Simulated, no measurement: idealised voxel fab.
This section sets out a process module, namely voxel transistor to metal.
Square cells of 5 nm make up the cross-section cut, whose width is 170 nm.
The cross-sections in this document take the form of a grid made of square cells. They are written out as bands, in order from top to bottom. Each band consists of one or more rows of cells.
Look at the band entry: it leads with the top's height and the bottom's height in nm. Then it lists the materials left to right, with a width in nm for each. The word "edge to edge" on a single material says that material fills the band edge to edge. The word "air" is empty space.
Where do heights start? At 0: under that level the wafer as delivered is made of one material only. And the lowest band has no floor; it just carries on downward, as in "0 nm and below".
The width entry "30 to 40" should be interpreted row by row: the top row of cells in the band takes the first number, the bottom row takes the second number, and the change between adjacent rows is uniform throughout.
It should be understood that the words "no alterations made", when stated for a given step, signify that the cross-section underwent no change in any of its cells during that step.
Any empty space of 8 cells or more lacking an open way to the top shows up in "Unvented voids" as width x height at distance, distance from the left edge, in nm.
What comes after the settings on a step's line is commentary from the simulator itself on that step.
overlay nm: right-of-plan distance of the mask on a masked step; negative values mean left-of-plan.

PLANNED PROCESS STEPS
1) RECEIVE (material Si)
2) CONFORMAL_DEP (material SiO2; thk nm 5)
3) CONFORMAL_DEP (material SiN; thk nm 15)
4) PATTERN (tone cover; mask id ACTIVE; material resist; width nm 85; thk nm 20; overlay nm 0)
5) DIRECTIONAL_ETCH (etch materials SiN; depth nm 15)
6) DIRECTIONAL_ETCH (etch materials SiO2; depth nm 5)
7) DIRECTIONAL_ETCH (etch materials Si; depth nm 25)
8) STRIP (etch materials resist)
9) OXIDIZE (depth nm 5)
10) FILL_DEP (material SiO2; thk nm 5)
11) CMP (height nm 20)
12) SELECTIVE_ETCH (etch materials SiO2; depth nm 5)
13) STRIP (etch materials SiN)
14) SELECTIVE_ETCH (etch materials SiO2; depth nm 5)
15) OXIDIZE (depth nm 5)
16) DIRECTIONAL_DEP (material polySi; thk nm 25)
17) DIRECTIONAL_DEP (material SiCN; thk nm 15)
18) PATTERN (tone cover; mask id GATE; material resist; width nm 15; thk nm 20; overlay nm 0)
19) DIRECTIONAL_ETCH (etch materials SiCN; depth nm 25)
20) DIRECTIONAL_ETCH (etch materials polySi; depth nm 35)
21) STRIP (etch materials resist)
22) CONFORMAL_DEP (material SiN; thk nm 10)
23) DIRECTIONAL_ETCH (etch materials SiN; depth nm 10)
24) DIRECTIONAL_ETCH (etch materials SiO2; depth nm 5)
25) DIRECTIONAL_ETCH (etch materials Si; depth nm 15)
26) EPI (material nSi; thk nm 15)
27) FILL_DEP (material SiO2; thk nm 5)
28) CMP (height nm 40)
29) DIRECTIONAL_DEP (material SiO2; thk nm 15)
30) MASKED_ETCH (tone open; mask id CONTACT; width nm 15; pitch nm 60; etch materials SiO2; depth nm 60; overlay nm 0)
31) CONFORMAL_DEP (material TiN; thk nm 5)
32) FILL_DEP (material Ru; thk nm 5)
33) CMP (height nm 55)
34) DIRECTIONAL_DEP (material TiN; thk nm 5)
35) DIRECTIONAL_DEP (material Ru; thk nm 15)
36) MASKED_ETCH (tone cover; mask id METAL_1; width nm 15; pitch nm 60; etch materials Ru; depth nm 15; overlay nm 0)
37) MASKED_ETCH (tone cover; mask id METAL_1; width nm 15; pitch nm 60; etch materials TiN; depth nm 5; overlay nm 0)
38) FILL_DEP (material lowk; thk nm 10)
39) CMP (height nm 75)
40) CONFORMAL_DEP (material SiCN; thk nm 5)
41) DIRECTIONAL_DEP (material SiO2; thk nm 25)
42) PATTERN (tone open; mask id METAL_2; material resist; width nm 15; pitch nm 60; thk nm 15; overlay nm 0)
43) DIRECTIONAL_ETCH (etch materials SiO2; depth nm 15)
44) STRIP (etch materials resist)
45) DIRECTIONAL_DEP (material aC; thk nm 15)
46) PATTERN (tone open; mask id METAL_2_HOLES; material resist; width nm 15; pitch nm 60; thk nm 35; overlay nm 0)
47) DIRECTIONAL_ETCH (etch materials aC; depth nm 15)
48) STRIP (etch materials resist)
49) DIRECTIONAL_ETCH (etch materials SiO2; depth nm 10)
50) DIRECTIONAL_ETCH (etch materials SiCN; depth nm 5)
51) STRIP (etch materials aC)
52) CONFORMAL_DEP (material TiN; thk nm 5)
53) FILL_DEP (material Ru; thk nm 5)
54) CMP (height nm 105)
55) CONFORMAL_DEP (material SiCN; thk nm 5)

FIRST OF TWO WAFERS, WITH THE RUN CARRIED OUT AS PLANNED

THIS IS THE CROSS-SECTION OF THE WAFER AS WE RECEIVED IT, I.E. AFTER STEP 1
	0 nm and below | Si edge to edge
	Unvented voids: none

CROSS-SECTION OF THE WAFER SUBSEQUENT TO STEP 2
	5 nm to 0 nm | SiO2 edge to edge
	For the remainder of the cross-section, below 0, there is no change.

CROSS-SECTION OF THE WAFER SUBSEQUENT TO STEP 3
	20 nm to 5 nm | SiN edge to edge
	For the remainder of the cross-section, below 5, there is no change.

CROSS-SECTION OF THE WAFER SUBSEQUENT TO STEP 4
	40 nm to 20 nm | 40 of air / 85 of resist / 45 of air
	For the remainder of the cross-section, below 20, there is no change.

CROSS-SECTION OF THE WAFER SUBSEQUENT TO STEP 5
	40 nm to 20 nm | 40 of air / 85 of resist / 45 of air
	20 nm to 5 nm | 40 of air / 85 of SiN / 45 of air
	For the remainder of the cross-section, below 5, there is no change.

CROSS-SECTION OF THE WAFER SUBSEQUENT TO STEP 6
	40 nm to 20 nm | 40 of air / 85 of resist / 45 of air
	20 nm to 5 nm | 40 of air / 85 of SiN / 45 of air
	5 nm to 0 nm | 40 of air / 85 of SiO2 / 45 of air
	For the remainder of the cross-section, below 0, there is no change.

CROSS-SECTION OF THE WAFER SUBSEQUENT TO STEP 7
	40 nm to 20 nm | 40 of air / 85 of resist / 45 of air
	20 nm to 5 nm | 40 of air / 85 of SiN / 45 of air
	5 nm to 0 nm | 40 of air / 85 of SiO2 / 45 of air
	0 nm to -25 nm | 40 of air / 85 of Si / 45 of air
	For the remainder of the cross-section, below -25, there is no change.

CROSS-SECTION OF THE WAFER SUBSEQUENT TO STEP 8
	20 nm to 5 nm | 40 of air / 85 of SiN / 45 of air
	For the remainder of the cross-section, below 5, there is no change.

CROSS-SECTION OF THE WAFER SUBSEQUENT TO STEP 9
	20 nm to 5 nm | 40 of air / 85 of SiN / 45 of air
	5 nm to 0 nm | 40 of air / 85 of SiO2 / 45 of air
	0 nm to -25 nm | 40 of air / 5 of SiO2 / 75 of Si / 5 of SiO2 / 45 of air
	-25 nm to -30 nm | 45 of SiO2 / 75 of Si / 50 of SiO2
	For the remainder of the cross-section, below -30, there is no change.

CROSS-SECTION OF THE WAFER SUBSEQUENT TO STEP 10
	25 nm to 20 nm | SiO2 edge to edge
	20 nm to 5 nm | 40 of SiO2 / 85 of SiN / 45 of SiO2
	5 nm to 0 nm | SiO2 edge to edge
	0 nm to -30 nm | 45 of SiO2 / 75 of Si / 50 of SiO2
	For the remainder of the cross-section, below -30, there is no change.

CROSS-SECTION OF THE WAFER SUBSEQUENT TO STEP 11
	20 nm to 5 nm | 40 of SiO2 / 85 of SiN / 45 of SiO2
	For the remainder of the cross-section, below 5, there is no change.

CROSS-SECTION OF THE WAFER SUBSEQUENT TO STEP 12
	20 nm to 15 nm | 40 of air / 85 of SiN / 45 of air
	For the remainder of the cross-section, below 15, there is no change.

CROSS-SECTION OF THE WAFER SUBSEQUENT TO STEP 13
	15 nm to 5 nm | 40 of SiO2 / 85 of air / 45 of SiO2
	For the remainder of the cross-section, below 5, there is no change.

CROSS-SECTION OF THE WAFER SUBSEQUENT TO STEP 14
	10 nm to 0 nm | 35 of SiO2 / 95 of air / 40 of SiO2
	For the remainder of the cross-section, below 0, there is no change.

CROSS-SECTION OF THE WAFER SUBSEQUENT TO STEP 15
	10 nm to 0 nm | 35 of SiO2 / 95 of air / 40 of SiO2
	0 nm to -5 nm | SiO2 edge to edge
	For the remainder of the cross-section, below -5, there is no change.

CROSS-SECTION OF THE WAFER SUBSEQUENT TO STEP 16
	35 nm to 25 nm | 35 of polySi / 95 of air / 40 of polySi
	25 nm to 10 nm | polySi edge to edge
	10 nm to 0 nm | 35 of SiO2 / 95 of polySi / 40 of SiO2
	For the remainder of the cross-section, below 0, there is no change.

CROSS-SECTION OF THE WAFER SUBSEQUENT TO STEP 17
	50 nm to 40 nm | 35 of SiCN / 95 of air / 40 of SiCN
	40 nm to 35 nm | SiCN edge to edge
	35 nm to 25 nm | 35 of polySi / 95 of SiCN / 40 of polySi
	For the remainder of the cross-section, below 25, there is no change.

CROSS-SECTION OF THE WAFER SUBSEQUENT TO STEP 18
	70 nm to 50 nm | 75 of air / 15 of resist / 80 of air
	50 nm to 40 nm | 35 of SiCN / 40 of air / 15 of resist / 40 of air / 40 of SiCN
	For the remainder of the cross-section, below 40, there is no change.

CROSS-SECTION OF THE WAFER SUBSEQUENT TO STEP 19
	70 nm to 40 nm | 75 of air / 15 of resist / 80 of air
	40 nm to 35 nm | 75 of air / 15 of SiCN / 80 of air
	35 nm to 25 nm | 35 of polySi / 40 of air / 15 of SiCN / 40 of air / 40 of polySi
	For the remainder of the cross-section, below 25, there is no change.

CROSS-SECTION OF THE WAFER SUBSEQUENT TO STEP 20
	70 nm to 40 nm | 75 of air / 15 of resist / 80 of air
	40 nm to 25 nm | 75 of air / 15 of SiCN / 80 of air
	25 nm to 10 nm | 75 of air / 15 of polySi / 80 of air
	10 nm to 0 nm | 35 of SiO2 / 40 of air / 15 of polySi / 40 of air / 40 of SiO2
	For the remainder of the cross-section, below 0, there is no change.

CROSS-SECTION OF THE WAFER SUBSEQUENT TO STEP 21
	40 nm to 25 nm | 75 of air / 15 of SiCN / 80 of air
	For the remainder of the cross-section, below 25, there is no change.

CROSS-SECTION OF THE WAFER SUBSEQUENT TO STEP 22
	50 nm to 40 nm | 65 of air / 35 of SiN / 70 of air
	40 nm to 25 nm | 65 of air / 10 of SiN / 15 of SiCN / 10 of SiN / 70 of air
	25 nm to 20 nm | 65 of air / 10 of SiN / 15 of polySi / 10 of SiN / 70 of air
	20 nm to 10 nm | 45 of SiN / 20 of air / 10 of SiN / 15 of polySi / 10 of SiN / 20 of air / 50 of SiN
	10 nm to 0 nm | 35 of SiO2 / 40 of SiN / 15 of polySi / 40 of SiN / 40 of SiO2
	For the remainder of the cross-section, below 0, there is no change.

CROSS-SECTION OF THE WAFER SUBSEQUENT TO STEP 23
	40 nm to 25 nm | 65 of air / 10 of SiN / 15 of SiCN / 10 of SiN / 70 of air
	25 nm to 10 nm | 65 of air / 10 of SiN / 15 of polySi / 10 of SiN / 70 of air
	10 nm to 0 nm | 35 of SiO2 / 10 of SiN / 20 of air / 10 of SiN / 15 of polySi / 10 of SiN / 20 of air / 10 of SiN / 40 of SiO2
	For the remainder of the cross-section, below 0, there is no change.

CROSS-SECTION OF THE WAFER SUBSEQUENT TO STEP 24
	40 nm to 25 nm | 65 of air / 10 of SiN / 15 of SiCN / 10 of SiN / 70 of air
	25 nm to 10 nm | 65 of air / 10 of SiN / 15 of polySi / 10 of SiN / 70 of air
	10 nm to 5 nm | 35 of air / 10 of SiN / 20 of air / 10 of SiN / 15 of polySi / 10 of SiN / 20 of air / 10 of SiN / 40 of air
	5 nm to 0 nm | 35 of SiO2 / 10 of SiN / 20 of air / 10 of SiN / 15 of polySi / 10 of SiN / 20 of air / 10 of SiN / 40 of SiO2
	0 nm to -5 nm | 45 of SiO2 / 20 of air / 35 of SiO2 / 20 of air / 50 of SiO2
	For the remainder of the cross-section, below -5, there is no change.

CROSS-SECTION OF THE WAFER SUBSEQUENT TO STEP 25
	40 nm to 25 nm | 65 of air / 10 of SiN / 15 of SiCN / 10 of SiN / 70 of air
	25 nm to 10 nm | 65 of air / 10 of SiN / 15 of polySi / 10 of SiN / 70 of air
	10 nm to 5 nm | 35 of air / 10 of SiN / 20 of air / 10 of SiN / 15 of polySi / 10 of SiN / 20 of air / 10 of SiN / 40 of air
	5 nm to 0 nm | 35 of SiO2 / 10 of SiN / 20 of air / 10 of SiN / 15 of polySi / 10 of SiN / 20 of air / 10 of SiN / 40 of SiO2
	0 nm to -5 nm | 45 of SiO2 / 20 of air / 35 of SiO2 / 20 of air / 50 of SiO2
	-5 nm to -20 nm | 45 of SiO2 / 20 of air / 35 of Si / 20 of air / 50 of SiO2
	For the remainder of the cross-section, below -20, there is no change.

CROSS-SECTION OF THE WAFER SUBSEQUENT TO STEP 26
	40 nm to 25 nm | 65 of air / 10 of SiN / 15 of SiCN / 10 of SiN / 70 of air
	25 nm to 10 nm | 65 of air / 10 of SiN / 15 of polySi / 10 of SiN / 70 of air
	10 nm to 5 nm | 35 of air / 10 of SiN / 5 of air / 15 of nSi / 10 of SiN / 15 of polySi / 10 of SiN / 15 of nSi / 5 of air / 10 of SiN / 40 of air
	5 nm to 0 nm | 35 of SiO2 / 10 of SiN / 5 of air / 15 of nSi / 10 of SiN / 15 of polySi / 10 of SiN / 15 of nSi / 5 of air / 10 of SiN / 40 of SiO2
	0 nm to -5 nm | 45 of SiO2 / 5 of air / 15 of nSi / 35 of SiO2 / 15 of nSi / 5 of air / 50 of SiO2
	-5 nm to -20 nm | 45 of SiO2 / 20 of nSi / 35 of Si / 20 of nSi / 50 of SiO2
	For the remainder of the cross-section, below -20, there is no change.

CROSS-SECTION OF THE WAFER SUBSEQUENT TO STEP 27
	45 nm to 40 nm | SiO2 edge to edge
	40 nm to 25 nm | 65 of SiO2 / 10 of SiN / 15 of SiCN / 10 of SiN / 70 of SiO2
	25 nm to 10 nm | 65 of SiO2 / 10 of SiN / 15 of polySi / 10 of SiN / 70 of SiO2
	10 nm to 0 nm | 35 of SiO2 / 10 of SiN / 5 of SiO2 / 15 of nSi / 10 of SiN / 15 of polySi / 10 of SiN / 15 of nSi / 5 of SiO2 / 10 of SiN / 40 of SiO2
	0 nm to -5 nm | 50 of SiO2 / 15 of nSi / 35 of SiO2 / 15 of nSi / 55 of SiO2
	For the remainder of the cross-section, below -5, there is no change.

CROSS-SECTION OF THE WAFER SUBSEQUENT TO STEP 28
	40 nm to 25 nm | 65 of SiO2 / 10 of SiN / 15 of SiCN / 10 of SiN / 70 of SiO2
	For the remainder of the cross-section, below 25, there is no change.

CROSS-SECTION OF THE WAFER SUBSEQUENT TO STEP 29
	55 nm to 40 nm | SiO2 edge to edge
	For the remainder of the cross-section, below 40, there is no change.

CROSS-SECTION OF THE WAFER SUBSEQUENT TO STEP 30
	55 nm to 40 nm | 45 of SiO2 / 15 of air / 45 of SiO2 / 15 of air / 50 of SiO2
	40 nm to 25 nm | 45 of SiO2 / 15 of air / 5 of SiO2 / 10 of SiN / 15 of SiCN / 10 of SiN / 5 of SiO2 / 15 of air / 50 of SiO2
	25 nm to 10 nm | 45 of SiO2 / 15 of air / 5 of SiO2 / 10 of SiN / 15 of polySi / 10 of SiN / 5 of SiO2 / 15 of air / 50 of SiO2
	10 nm to 0 nm | 35 of SiO2 / 10 of SiN / 5 of air / 15 of nSi / 10 of SiN / 15 of polySi / 10 of SiN / 15 of nSi / 5 of air / 10 of SiN / 40 of SiO2
	0 nm to -5 nm | 45 of SiO2 / 5 of air / 15 of nSi / 35 of SiO2 / 15 of nSi / 5 of air / 50 of SiO2
	For the remainder of the cross-section, below -5, there is no change.

CROSS-SECTION OF THE WAFER SUBSEQUENT TO STEP 31
	60 nm to 55 nm | 50 of TiN / 5 of air / 55 of TiN / 5 of air / 55 of TiN
	55 nm to 40 nm | 45 of SiO2 / 5 of TiN / 5 of air / 5 of TiN / 45 of SiO2 / 5 of TiN / 5 of air / 5 of TiN / 50 of SiO2
	40 nm to 25 nm | 45 of SiO2 / 5 of TiN / 5 of air / 5 of TiN / 5 of SiO2 / 10 of SiN / 15 of SiCN / 10 of SiN / 5 of SiO2 / 5 of TiN / 5 of air / 5 of TiN / 50 of SiO2
	25 nm to 15 nm | 45 of SiO2 / 5 of TiN / 5 of air / 5 of TiN / 5 of SiO2 / 10 of SiN / 15 of polySi / 10 of SiN / 5 of SiO2 / 5 of TiN / 5 of air / 5 of TiN / 50 of SiO2
	15 nm to 10 nm | 45 of SiO2 / 15 of TiN / 5 of SiO2 / 10 of SiN / 15 of polySi / 10 of SiN / 5 of SiO2 / 15 of TiN / 50 of SiO2
	10 nm to 0 nm | 35 of SiO2 / 10 of SiN / 5 of TiN / 15 of nSi / 10 of SiN / 15 of polySi / 10 of SiN / 15 of nSi / 5 of TiN / 10 of SiN / 40 of SiO2
	0 nm to -5 nm | 45 of SiO2 / 5 of TiN / 15 of nSi / 35 of SiO2 / 15 of nSi / 5 of TiN / 50 of SiO2
	For the remainder of the cross-section, below -5, there is no change.

CROSS-SECTION OF THE WAFER SUBSEQUENT TO STEP 32
	65 nm to 60 nm | Ru edge to edge
	60 nm to 55 nm | 50 of TiN / 5 of Ru / 55 of TiN / 5 of Ru / 55 of TiN
	55 nm to 40 nm | 45 of SiO2 / 5 of TiN / 5 of Ru / 5 of TiN / 45 of SiO2 / 5 of TiN / 5 of Ru / 5 of TiN / 50 of SiO2
	40 nm to 25 nm | 45 of SiO2 / 5 of TiN / 5 of Ru / 5 of TiN / 5 of SiO2 / 10 of SiN / 15 of SiCN / 10 of SiN / 5 of SiO2 / 5 of TiN / 5 of Ru / 5 of TiN / 50 of SiO2
	25 nm to 15 nm | 45 of SiO2 / 5 of TiN / 5 of Ru / 5 of TiN / 5 of SiO2 / 10 of SiN / 15 of polySi / 10 of SiN / 5 of SiO2 / 5 of TiN / 5 of Ru / 5 of TiN / 50 of SiO2
	For the remainder of the cross-section, below 15, there is no change.

CROSS-SECTION OF THE WAFER SUBSEQUENT TO STEP 33
	55 nm to 40 nm | 45 of SiO2 / 5 of TiN / 5 of Ru / 5 of TiN / 45 of SiO2 / 5 of TiN / 5 of Ru / 5 of TiN / 50 of SiO2
	For the remainder of the cross-section, below 40, there is no change.

CROSS-SECTION OF THE WAFER SUBSEQUENT TO STEP 34
	60 nm to 55 nm | TiN edge to edge
	For the remainder of the cross-section, below 55, there is no change.

CROSS-SECTION OF THE WAFER SUBSEQUENT TO STEP 35
	75 nm to 60 nm | Ru edge to edge
	For the remainder of the cross-section, below 60, there is no change.

CROSS-SECTION OF THE WAFER SUBSEQUENT TO STEP 36
	75 nm to 60 nm | 45 of air / 15 of Ru / 45 of air / 15 of Ru / 50 of air
	For the remainder of the cross-section, below 60, there is no change.

CROSS-SECTION OF THE WAFER SUBSEQUENT TO STEP 37
	75 nm to 60 nm | 45 of air / 15 of Ru / 45 of air / 15 of Ru / 50 of air
	60 nm to 55 nm | 45 of air / 15 of TiN / 45 of air / 15 of TiN / 50 of air
	For the remainder of the cross-section, below 55, there is no change.

CROSS-SECTION OF THE WAFER SUBSEQUENT TO STEP 38
	85 nm to 75 nm | lowk edge to edge
	75 nm to 60 nm | 45 of lowk / 15 of Ru / 45 of lowk / 15 of Ru / 50 of lowk
	60 nm to 55 nm | 45 of lowk / 15 of TiN / 45 of lowk / 15 of TiN / 50 of lowk
	For the remainder of the cross-section, below 55, there is no change.

CROSS-SECTION OF THE WAFER SUBSEQUENT TO STEP 39
	75 nm to 60 nm | 45 of lowk / 15 of Ru / 45 of lowk / 15 of Ru / 50 of lowk
	For the remainder of the cross-section, below 60, there is no change.

CROSS-SECTION OF THE WAFER SUBSEQUENT TO STEP 40
	80 nm to 75 nm | SiCN edge to edge
	For the remainder of the cross-section, below 75, there is no change.

CROSS-SECTION OF THE WAFER SUBSEQUENT TO STEP 41
	105 nm to 80 nm | SiO2 edge to edge
	For the remainder of the cross-section, below 80, there is no change.

CROSS-SECTION OF THE WAFER SUBSEQUENT TO STEP 42
	120 nm to 105 nm | 45 of resist / 15 of air / 45 of resist / 15 of air / 50 of resist
	For the remainder of the cross-section, below 105, there is no change.

CROSS-SECTION OF THE WAFER SUBSEQUENT TO STEP 43
	120 nm to 105 nm | 45 of resist / 15 of air / 45 of resist / 15 of air / 50 of resist
	105 nm to 90 nm | 45 of SiO2 / 15 of air / 45 of SiO2 / 15 of air / 50 of SiO2
	For the remainder of the cross-section, below 90, there is no change.

CROSS-SECTION OF THE WAFER SUBSEQUENT TO STEP 44
	105 nm to 90 nm | 45 of SiO2 / 15 of air / 45 of SiO2 / 15 of air / 50 of SiO2
	For the remainder of the cross-section, below 90, there is no change.

CROSS-SECTION OF THE WAFER SUBSEQUENT TO STEP 45
	120 nm to 105 nm | 45 of aC / 15 of air / 45 of aC / 15 of air / 50 of aC
	105 nm to 90 nm | 45 of SiO2 / 15 of aC / 45 of SiO2 / 15 of aC / 50 of SiO2
	For the remainder of the cross-section, below 90, there is no change.

CROSS-SECTION OF THE WAFER SUBSEQUENT TO STEP 46
	155 nm to 120 nm | 45 of resist / 15 of air / 45 of resist / 15 of air / 50 of resist
	For the remainder of the cross-section, below 120, there is no change.

CROSS-SECTION OF THE WAFER SUBSEQUENT TO STEP 47
	140 nm to 120 nm | 45 of resist / 15 of air / 45 of resist / 15 of air / 50 of resist
	120 nm to 105 nm | 45 of aC / 15 of air / 45 of aC / 15 of air / 50 of aC
	105 nm to 90 nm | 45 of SiO2 / 15 of air / 45 of SiO2 / 15 of air / 50 of SiO2
	For the remainder of the cross-section, below 90, there is no change.

CROSS-SECTION OF THE WAFER SUBSEQUENT TO STEP 48
	120 nm to 105 nm | 45 of aC / 15 of air / 45 of aC / 15 of air / 50 of aC
	For the remainder of the cross-section, below 105, there is no change.

CROSS-SECTION OF THE WAFER SUBSEQUENT TO STEP 49
	120 nm to 105 nm | 45 of aC / 15 of air / 45 of aC / 15 of air / 50 of aC
	105 nm to 80 nm | 45 of SiO2 / 15 of air / 45 of SiO2 / 15 of air / 50 of SiO2
	For the remainder of the cross-section, below 80, there is no change.

CROSS-SECTION OF THE WAFER SUBSEQUENT TO STEP 50
	120 nm to 105 nm | 45 of aC / 15 of air / 45 of aC / 15 of air / 50 of aC
	105 nm to 80 nm | 45 of SiO2 / 15 of air / 45 of SiO2 / 15 of air / 50 of SiO2
	80 nm to 75 nm | 45 of SiCN / 15 of air / 45 of SiCN / 15 of air / 50 of SiCN
	For the remainder of the cross-section, below 75, there is no change.

CROSS-SECTION OF THE WAFER SUBSEQUENT TO STEP 51
	105 nm to 80 nm | 45 of SiO2 / 15 of air / 45 of SiO2 / 15 of air / 50 of SiO2
	For the remainder of the cross-section, below 80, there is no change.

CROSS-SECTION OF THE WAFER SUBSEQUENT TO STEP 52
	110 nm to 105 nm | 50 of TiN / 5 of air / 55 of TiN / 5 of air / 55 of TiN
	105 nm to 80 nm | 45 of SiO2 / 5 of TiN / 5 of air / 5 of TiN / 45 of SiO2 / 5 of TiN / 5 of air / 5 of TiN / 50 of SiO2
	80 nm to 75 nm | 45 of SiCN / 15 of TiN / 45 of SiCN / 15 of TiN / 50 of SiCN
	For the remainder of the cross-section, below 75, there is no change.

CROSS-SECTION OF THE WAFER SUBSEQUENT TO STEP 53
	115 nm to 110 nm | Ru edge to edge
	110 nm to 105 nm | 50 of TiN / 5 of Ru / 55 of TiN / 5 of Ru / 55 of TiN
	105 nm to 80 nm | 45 of SiO2 / 5 of TiN / 5 of Ru / 5 of TiN / 45 of SiO2 / 5 of TiN / 5 of Ru / 5 of TiN / 50 of SiO2
	For the remainder of the cross-section, below 80, there is no change.

CROSS-SECTION OF THE WAFER SUBSEQUENT TO STEP 54
	105 nm to 80 nm | 45 of SiO2 / 5 of TiN / 5 of Ru / 5 of TiN / 45 of SiO2 / 5 of TiN / 5 of Ru / 5 of TiN / 50 of SiO2
	For the remainder of the cross-section, below 80, there is no change.

CROSS-SECTION OF THE WAFER SUBSEQUENT TO STEP 55
	110 nm to 105 nm | SiCN edge to edge
	For the remainder of the cross-section, below 105, there is no change.

WAFER TWO: LIKE WAFER ONE IN START AND PLAN, BUT WITH ONE MISTAKE IN EXECUTION; IDENTICAL UP TO AND INCLUDING STEP 45

CROSS-SECTIONAL REPRESENTATION OF THE SECOND WAFER AT THE TIME DESIGNATED IN THE PLAN FOR THE COMPLETION OF STEP 46
	155 nm to 120 nm | 40 of resist / 25 of air / 35 of resist / 25 of air / 45 of resist
	For the remainder of the cross-section, below 120, there is no change.

CROSS-SECTIONAL REPRESENTATION OF THE SECOND WAFER AT THE TIME DESIGNATED IN THE PLAN FOR THE COMPLETION OF STEP 47
	140 nm to 120 nm | 40 of resist / 25 of air / 35 of resist / 25 of air / 45 of resist
	120 nm to 105 nm | 40 of aC / 25 of air / 35 of aC / 25 of air / 45 of aC
	105 nm to 90 nm | 45 of SiO2 / 15 of air / 45 of SiO2 / 15 of air / 50 of SiO2
	For the remainder of the cross-section, below 90, there is no change.

CROSS-SECTIONAL REPRESENTATION OF THE SECOND WAFER AT THE TIME DESIGNATED IN THE PLAN FOR THE COMPLETION OF STEP 48
	120 nm to 105 nm | 40 of aC / 25 of air / 35 of aC / 25 of air / 45 of aC
	For the remainder of the cross-section, below 105, there is no change.

CROSS-SECTIONAL REPRESENTATION OF THE SECOND WAFER AT THE TIME DESIGNATED IN THE PLAN FOR THE COMPLETION OF STEP 49
	120 nm to 105 nm | 40 of aC / 25 of air / 35 of aC / 25 of air / 45 of aC
	105 nm to 95 nm | 40 of SiO2 / 25 of air / 35 of SiO2 / 25 of air / 45 of SiO2
	95 nm to 80 nm | 45 of SiO2 / 15 of air / 45 of SiO2 / 15 of air / 50 of SiO2
	For the remainder of the cross-section, below 80, there is no change.

CROSS-SECTIONAL REPRESENTATION OF THE SECOND WAFER AT THE TIME DESIGNATED IN THE PLAN FOR THE COMPLETION OF STEP 50
	120 nm to 105 nm | 40 of aC / 25 of air / 35 of aC / 25 of air / 45 of aC
	105 nm to 95 nm | 40 of SiO2 / 25 of air / 35 of SiO2 / 25 of air / 45 of SiO2
	95 nm to 80 nm | 45 of SiO2 / 15 of air / 45 of SiO2 / 15 of air / 50 of SiO2
	80 nm to 75 nm | 45 of SiCN / 15 of air / 45 of SiCN / 15 of air / 50 of SiCN
	For the remainder of the cross-section, below 75, there is no change.

CROSS-SECTIONAL REPRESENTATION OF THE SECOND WAFER AT THE TIME DESIGNATED IN THE PLAN FOR THE COMPLETION OF STEP 51
	105 nm to 95 nm | 40 of SiO2 / 25 of air / 35 of SiO2 / 25 of air / 45 of SiO2
	For the remainder of the cross-section, below 95, there is no change.

CROSS-SECTIONAL REPRESENTATION OF THE SECOND WAFER AT THE TIME DESIGNATED IN THE PLAN FOR THE COMPLETION OF STEP 52
	110 nm to 105 nm | 45 of TiN / 15 of air / 45 of TiN / 15 of air / 50 of TiN
	105 nm to 95 nm | 40 of SiO2 / 5 to 10 of TiN / 15 to 5 of air / 5 to 10 of TiN / 35 of SiO2 / 5 to 10 of TiN / 15 to 5 of air / 5 to 10 of TiN / 45 of SiO2
	95 nm to 80 nm | 45 of SiO2 / 5 of TiN / 5 of air / 5 of TiN / 45 of SiO2 / 5 of TiN / 5 of air / 5 of TiN / 50 of SiO2
	80 nm to 75 nm | 45 of SiCN / 15 of TiN / 45 of SiCN / 15 of TiN / 50 of SiCN
	For the remainder of the cross-section, below 75, there is no change.

CROSS-SECTIONAL REPRESENTATION OF THE SECOND WAFER AT THE TIME DESIGNATED IN THE PLAN FOR THE COMPLETION OF STEP 53
	115 nm to 110 nm | Ru edge to edge
	110 nm to 105 nm | 45 of TiN / 15 of Ru / 45 of TiN / 15 of Ru / 50 of TiN
	105 nm to 95 nm | 40 of SiO2 / 5 to 10 of TiN / 15 to 5 of Ru / 5 to 10 of TiN / 35 of SiO2 / 5 to 10 of TiN / 15 to 5 of Ru / 5 to 10 of TiN / 45 of SiO2
	95 nm to 80 nm | 45 of SiO2 / 5 of TiN / 5 of Ru / 5 of TiN / 45 of SiO2 / 5 of TiN / 5 of Ru / 5 of TiN / 50 of SiO2
	For the remainder of the cross-section, below 80, there is no change.

CROSS-SECTIONAL REPRESENTATION OF THE SECOND WAFER AT THE TIME DESIGNATED IN THE PLAN FOR THE COMPLETION OF STEP 54
	105 nm to 95 nm | 40 of SiO2 / 5 to 10 of TiN / 15 to 5 of Ru / 5 to 10 of TiN / 35 of SiO2 / 5 to 10 of TiN / 15 to 5 of Ru / 5 to 10 of TiN / 45 of SiO2
	For the remainder of the cross-section, below 95, there is no change.

CROSS-SECTIONAL REPRESENTATION OF THE SECOND WAFER AT THE TIME DESIGNATED IN THE PLAN FOR THE COMPLETION OF STEP 55
	110 nm to 105 nm | SiCN edge to edge
	For the remainder of the cross-section, below 105, there is no change.
The mistake made against the process plan was this: step 46 ran with different settings than intended, the actual operation and settings being PATTERN (tone open; mask id METAL_2_HOLES; material resist; width nm 25; pitch nm 60; thk nm 35; overlay nm 0)
Final tally in cells, some materials are higher or lower on the second wafer than on the first: Ru +4 | SiO2 -8 | TiN +4
